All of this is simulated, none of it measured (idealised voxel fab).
Module name: voxel trench capacitor (process module)
Shown is cross-section cut, with a width of 265 nm and square cells of size 5 nm.
A cross-section is written here as square cells arranged in a grid, and it is given in bands from the top down, each band taking up one or more rows of cells.
In this notation a band is specified by the heights of its top and bottom, in that order and in nm, after which its materials appear from left to right, each paired with its width in nm. The word "edge to edge" attached to a single material means that material fills the band from edge to edge; the word "empty" stands for empty space.
It should be noted that heights are counted from 0, beneath which the wafer as supplied is of one material throughout, and that the lowest band possesses no lower boundary but continues downward, as written in "z 0 and below".
The width entry "30..40" should be interpreted row by row: the top row of cells in the band takes the first number, the bottom row takes the second number, and the change between adjacent rows is uniform throughout.
"same as before", as given for a step, is the statement that not any cell of the cross-section underwent a change during that step.
Closed empty spaces (no open way to the top) of 8 cells or more are what "Internal closed voids" lists, each as width x height at distance from the left edge, nm for all three.
What comes after the settings on a step's line is commentary from the simulator itself on that step.
Regarding "overlay nm": on a step with a mask, it is the distance the mask lay to the right of its planned place; a negative value places it to the left.
# Set out below are the planned steps of the process
1) RECEIVE (material Si)
2) CONFORMAL_DEP (material SiN; thk nm 10)
3) PATTERN (tone open; mask id TRENCH; material resist; width nm 30; pitch nm 45; thk nm 15; overlay nm -15)
4) DIRECTIONAL_ETCH (etch materials SiN; depth nm 10)
5) DIRECTIONAL_ETCH (etch materials Si; depth nm 40)
6) STRIP (etch materials resist)
7) CONFORMAL_DEP (material HfO2; thk nm 5)
8) CONFORMAL_DEP (material TiN; thk nm 5)
9) FILL_DEP (material W; thk nm 5)
10) CMP (height nm 10)
Be aware that, although all wafers share a common starting state, the overlay nm at step 3 differs among them, and the plan displays the first wafer's value.
# Cross-section of the first of several wafers as received (after step 1)
  z 0 and below | Si edge to edge
  Internal closed voids: none
# Rows = wafers. At module end, each row lists per material the cells gained (+) or lost (-) since the wafer was received, then the closed voids
overlay nm -15, +72 HfO2, -144 Si, +70 SiN, +60 TiN, +48 W, Internal closed voids: none
overlay nm -10, +72 HfO2, -144 Si, +70 SiN, +60 TiN, +48 W, Internal closed voids: none
overlay nm -5, +72 HfO2, -144 Si, +70 SiN, +60 TiN, +48 W, Internal closed voids: none
overlay nm 0, +72 HfO2, -144 Si, +70 SiN, +60 TiN, +48 W, Internal closed voids: none
overlay nm 5, +72 HfO2, -144 Si, +70 SiN, +60 TiN, +48 W, Internal closed voids: none
overlay nm 10, +72 HfO2, -144 Si, +70 SiN, +60 TiN, +48 W, Internal closed voids: none
overlay nm 15, +72 HfO2, -144 Si, +70 SiN, +60 TiN, +48 W, Internal closed voids: none
